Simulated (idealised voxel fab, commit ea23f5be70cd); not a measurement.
This is a process module. Its name is voxel quadruple lines.
This is section cut - it's 230 nm across, gridded in 5 nm square cells.
The cross-sections in this document take the form of a grid made of square cells. They are written out as bands, in order from top to bottom. Each band consists of one or more rows of cells.
Heads up on the band format: heights come first, top then bottom, in nm. After that it's the materials left to right, each with its width in nm. A single material flagged "throughout" fills the whole band edge to edge, and "air" means there's empty space there.
Height is counted from the level 0, under which the received wafer is composed throughout of one material. The lowest of the bands is not closed at the bottom but continues downward, in the notation "0 down".
You'd read "30 to 40" like this: the band's top row of cells is as wide as the first number, its bottom row is as wide as the second, and going down, every row changes width by the same amount as the row before did.
Take "no modification" at face value: in the step it is given for, the cross-section changed in none of its cells.
The label "Entrapped void list" introduces a list of the empty spaces, 8 cells or larger, that have no open way up to the top; each entry in it reads width x height at distance, where the distance is taken from the left edge and all three are stated in nm.
Whatever follows a step's settings on its line is a remark the simulator itself makes about that step.
overlay nm: step with mask; distance mask lay right of planned place; negative value = left of planned place.

[Steps planned for the process]
1) RECEIVE: material Si
2) CONFORMAL_DEP: material Al2O3, thk nm 10
3) DIRECTIONAL_DEP: material W, thk nm 15
4) DIRECTIONAL_DEP: material polySi, thk nm 20
5) DIRECTIONAL_DEP: material aC, thk nm 20
6) PATTERN: tone cover, mask id MANDREL, material resist, width nm 35, pitch nm 100, thk nm 30, overlay nm 0
7) DIRECTIONAL_ETCH: etch materials aC, depth nm 20
8) STRIP: etch materials resist
9) CONFORMAL_DEP: material SiO2, thk nm 15
10) DIRECTIONAL_ETCH: etch materials SiO2, depth nm 15
11) STRIP: etch materials aC
12) DIRECTIONAL_ETCH: etch materials polySi, depth nm 20
13) STRIP: etch materials SiO2
14) CONFORMAL_DEP: material SiCN, thk nm 10
15) DIRECTIONAL_ETCH: etch materials SiCN, depth nm 10
16) STRIP: etch materials polySi
17) DIRECTIONAL_ETCH: etch materials W, depth nm 15
18) STRIP: etch materials SiCN
19) FILL_DEP: material lowk, thk nm 5
20) CMP: height nm 25

[The first of the two wafers, which ran as planned]

[Shown in cross-section is the wafer as received, that is, as it stands after step 1]
- 0 down = Si throughout
- Entrapped void list: none

[Cross-section: wafer state after step 2]
- 10 to 0 = Al2O3 throughout
- Beneath the level 0, the cross-section is identical to its previous state.

[Cross-section: wafer state after step 3]
- 25 to 10 = W throughout
- Beneath the level 10, the cross-section is identical to its previous state.

[Cross-section: wafer state after step 4]
- 45 to 25 = polySi throughout
- Beneath the level 25, the cross-section is identical to its previous state.

[Cross-section: wafer state after step 5]
- 65 to 45 = aC throughout
- Beneath the level 45, the cross-section is identical to its previous state.

[Cross-section: wafer state after step 6]
- 95 to 65 = air (45)  resist (35)  air (65)  resist (35)  air (50)
- Beneath the level 65, the cross-section is identical to its previous state.

[Cross-section: wafer state after step 7]
- 75 to 65 = air (45)  resist (35)  air (65)  resist (35)  air (50)
- 65 to 45 = air (45)  aC (35)  air (65)  aC (35)  air (50)
- Beneath the level 45, the cross-section is identical to its previous state.

[Cross-section: wafer state after step 8]
- 65 to 45 = air (45)  aC (35)  air (65)  aC (35)  air (50)
- Beneath the level 45, the cross-section is identical to its previous state.

[Cross-section: wafer state after step 9]
- 80 to 65 = air (30)  SiO2 (65)  air (35)  SiO2 (65)  air (35)
- 65 to 60 = air (30)  SiO2 (15)  aC (35)  SiO2 (15)  air (35)  SiO2 (15)  aC (35)  SiO2 (15)  air (35)
- 60 to 45 = SiO2 (45)  aC (35)  SiO2 (65)  aC (35)  SiO2 (50)
- Beneath the level 45, the cross-section is identical to its previous state.

[Cross-section: wafer state after step 10]
- 65 to 45 = air (30)  SiO2 (15)  aC (35)  SiO2 (15)  air (35)  SiO2 (15)  aC (35)  SiO2 (15)  air (35)
- Beneath the level 45, the cross-section is identical to its previous state.

[Cross-section: wafer state after step 11]
- 65 to 45 = air (30)  SiO2 (15)  air (35)  SiO2 (15)  air (35)  SiO2 (15)  air (35)  SiO2 (15)  air (35)
- Beneath the level 45, the cross-section is identical to its previous state.

[Cross-section: wafer state after step 12]
- 65 to 45 = air (30)  SiO2 (15)  air (35)  SiO2 (15)  air (35)  SiO2 (15)  air (35)  SiO2 (15)  air (35)
- 45 to 25 = air (30)  polySi (15)  air (35)  polySi (15)  air (35)  polySi (15)  air (35)  polySi (15)  air (35)
- Beneath the level 25, the cross-section is identical to its previous state.

[Cross-section: wafer state after step 13]
- 45 to 25 = air (30)  polySi (15)  air (35)  polySi (15)  air (35)  polySi (15)  air (35)  polySi (15)  air (35)
- Beneath the level 25, the cross-section is identical to its previous state.

[Cross-section: wafer state after step 14]
- 55 to 45 = air (20)  SiCN (35)  air (15)  SiCN (35)  air (15)  SiCN (35)  air (15)  SiCN (35)  air (25)
- 45 to 35 = air (20)  SiCN (10)  polySi (15)  SiCN (10)  air (15)  SiCN (10)  polySi (15)  SiCN (10)  air (15)  SiCN (10)  polySi (15)  SiCN (10)  air (15)  SiCN (10)  polySi (15)  SiCN (10)  air (25)
- 35 to 25 = SiCN (30)  polySi (15)  SiCN (35)  polySi (15)  SiCN (35)  polySi (15)  SiCN (35)  polySi (15)  SiCN (35)
- Beneath the level 25, the cross-section is identical to its previous state.

[Cross-section: wafer state after step 15]
- 45 to 25 = air (20)  SiCN (10)  polySi (15)  SiCN (10)  air (15)  SiCN (10)  polySi (15)  SiCN (10)  air (15)  SiCN (10)  polySi (15)  SiCN (10)  air (15)  SiCN (10)  polySi (15)  SiCN (10)  air (25)
- Beneath the level 25, the cross-section is identical to its previous state.

[Cross-section: wafer state after step 16]
- 45 to 25 = air (20)  SiCN (10)  air (15)  SiCN (10)  air (15)  SiCN (10)  air (15)  SiCN (10)  air (15)  SiCN (10)  air (15)  SiCN (10)  air (15)  SiCN (10)  air (15)  SiCN (10)  air (25)
- Beneath the level 25, the cross-section is identical to its previous state.

[Cross-section: wafer state after step 17]
- 45 to 25 = air (20)  SiCN (10)  air (15)  SiCN (10)  air (15)  SiCN (10)  air (15)  SiCN (10)  air (15)  SiCN (10)  air (15)  SiCN (10)  air (15)  SiCN (10)  air (15)  SiCN (10)  air (25)
- 25 to 10 = air (20)  W (10)  air (15)  W (10)  air (15)  W (10)  air (15)  W (10)  air (15)  W (10)  air (15)  W (10)  air (15)  W (10)  air (15)  W (10)  air (25)
- Beneath the level 10, the cross-section is identical to its previous state.

[Cross-section: wafer state after step 18]
- 25 to 10 = air (20)  W (10)  air (15)  W (10)  air (15)  W (10)  air (15)  W (10)  air (15)  W (10)  air (15)  W (10)  air (15)  W (10)  air (15)  W (10)  air (25)
- Beneath the level 10, the cross-section is identical to its previous state.

[Cross-section: wafer state after step 19]
- 30 to 25 = lowk throughout
- 25 to 10 = lowk (20)  W (10)  lowk (15)  W (10)  lowk (15)  W (10)  lowk (15)  W (10)  lowk (15)  W (10)  lowk (15)  W (10)  lowk (15)  W (10)  lowk (15)  W (10)  lowk (25)
- Beneath the level 10, the cross-section is identical to its previous state.

[Cross-section: wafer state after step 20]
- 25 to 10 = lowk (20)  W (10)  lowk (15)  W (10)  lowk (15)  W (10)  lowk (15)  W (10)  lowk (15)  W (10)  lowk (15)  W (10)  lowk (15)  W (10)  lowk (15)  W (10)  lowk (25)
- Beneath the level 10, the cross-section is identical to its previous state.

[Wafer two of the pair: same origin, same plan, one error during the run; identical to wafer one up to and including step 8]

[Cross-section of the second wafer corresponding to the planned conclusion of step 9]
- 70 to 65 = air (40)  SiO2 (45)  air (55)  SiO2 (45)  air (45)
- 65 to 50 = air (40)  SiO2 (5)  aC (35)  SiO2 (5)  air (55)  SiO2 (5)  aC (35)  SiO2 (5)  air (45)
- 50 to 45 = SiO2 (45)  aC (35)  SiO2 (65)  aC (35)  SiO2 (50)
- Beneath the level 45, the cross-section is identical to its previous state.

[Cross-section of the second wafer corresponding to the planned conclusion of step 10]
- 65 to 55 = air (45)  aC (35)  air (65)  aC (35)  air (50)
- 55 to 45 = air (40)  SiO2 (5)  aC (35)  SiO2 (5)  air (55)  SiO2 (5)  aC (35)  SiO2 (5)  air (45)
- Beneath the level 45, the cross-section is identical to its previous state.

[Cross-section of the second wafer corresponding to the planned conclusion of step 11]
- 55 to 45 = air (40)  SiO2 (5)  air (35)  SiO2 (5)  air (55)  SiO2 (5)  air (35)  SiO2 (5)  air (45)
- Beneath the level 45, the cross-section is identical to its previous state.

[Cross-section of the second wafer corresponding to the planned conclusion of step 12]
- 55 to 45 = air (40)  SiO2 (5)  air (35)  SiO2 (5)  air (55)  SiO2 (5)  air (35)  SiO2 (5)  air (45)
- 45 to 25 = air (40)  polySi (5)  air (35)  polySi (5)  air (55)  polySi (5)  air (35)  polySi (5)  air (45)
- Beneath the level 25, the cross-section is identical to its previous state.

[Cross-section of the second wafer corresponding to the planned conclusion of step 13]
- 45 to 25 = air (40)  polySi (5)  air (35)  polySi (5)  air (55)  polySi (5)  air (35)  polySi (5)  air (45)
- Beneath the level 25, the cross-section is identical to its previous state.

[Cross-section of the second wafer corresponding to the planned conclusion of step 14]
- 55 to 45 = air (30)  SiCN (25)  air (15)  SiCN (25)  air (35)  SiCN (25)  air (15)  SiCN (25)  air (35)
- 45 to 35 = air (30)  SiCN (10)  polySi (5)  SiCN (10)  air (15)  SiCN (10)  polySi (5)  SiCN (10)  air (35)  SiCN (10)  polySi (5)  SiCN (10)  air (15)  SiCN (10)  polySi (5)  SiCN (10)  air (35)
- 35 to 25 = SiCN (40)  polySi (5)  SiCN (35)  polySi (5)  SiCN (55)  polySi (5)  SiCN (35)  polySi (5)  SiCN (45)
- Beneath the level 25, the cross-section is identical to its previous state.

[Cross-section of the second wafer corresponding to the planned conclusion of step 15]
- 45 to 25 = air (30)  SiCN (10)  polySi (5)  SiCN (10)  air (15)  SiCN (10)  polySi (5)  SiCN (10)  air (35)  SiCN (10)  polySi (5)  SiCN (10)  air (15)  SiCN (10)  polySi (5)  SiCN (10)  air (35)
- Beneath the level 25, the cross-section is identical to its previous state.

[Cross-section of the second wafer corresponding to the planned conclusion of step 16]
- 45 to 25 = air (30)  SiCN (10)  air (5)  SiCN (10)  air (15)  SiCN (10)  air (5)  SiCN (10)  air (35)  SiCN (10)  air (5)  SiCN (10)  air (15)  SiCN (10)  air (5)  SiCN (10)  air (35)
- Beneath the level 25, the cross-section is identical to its previous state.

[Cross-section of the second wafer corresponding to the planned conclusion of step 17]
- 45 to 25 = air (30)  SiCN (10)  air (5)  SiCN (10)  air (15)  SiCN (10)  air (5)  SiCN (10)  air (35)  SiCN (10)  air (5)  SiCN (10)  air (15)  SiCN (10)  air (5)  SiCN (10)  air (35)
- 25 to 10 = air (30)  W (10)  air (5)  W (10)  air (15)  W (10)  air (5)  W (10)  air (35)  W (10)  air (5)  W (10)  air (15)  W (10)  air (5)  W (10)  air (35)
- Beneath the level 10, the cross-section is identical to its previous state.

[Cross-section of the second wafer corresponding to the planned conclusion of step 18]
- 25 to 10 = air (30)  W (10)  air (5)  W (10)  air (15)  W (10)  air (5)  W (10)  air (35)  W (10)  air (5)  W (10)  air (15)  W (10)  air (5)  W (10)  air (35)
- Beneath the level 10, the cross-section is identical to its previous state.

[Cross-section of the second wafer corresponding to the planned conclusion of step 19]
- 30 to 25 = lowk throughout
- 25 to 10 = lowk (30)  W (10)  lowk (5)  W (10)  lowk (15)  W (10)  lowk (5)  W (10)  lowk (35)  W (10)  lowk (5)  W (10)  lowk (15)  W (10)  lowk (5)  W (10)  lowk (35)
- Beneath the level 10, the cross-section is identical to its previous state.

[Cross-section of the second wafer corresponding to the planned conclusion of step 20]
- 25 to 10 = lowk (30)  W (10)  lowk (5)  W (10)  lowk (15)  W (10)  lowk (5)  W (10)  lowk (35)  W (10)  lowk (5)  W (10)  lowk (15)  W (10)  lowk (5)  W (10)  lowk (35)
- Beneath the level 10, the cross-section is identical to its previous state.
Where did the run depart from the plan? so step 9 ended up running with a different setting than we planned, it ran as CONFORMAL_DEP: material SiO2, thk nm 5
Heads up: at the end the two wafers have identical cell counts per material, they're just laid out differently.
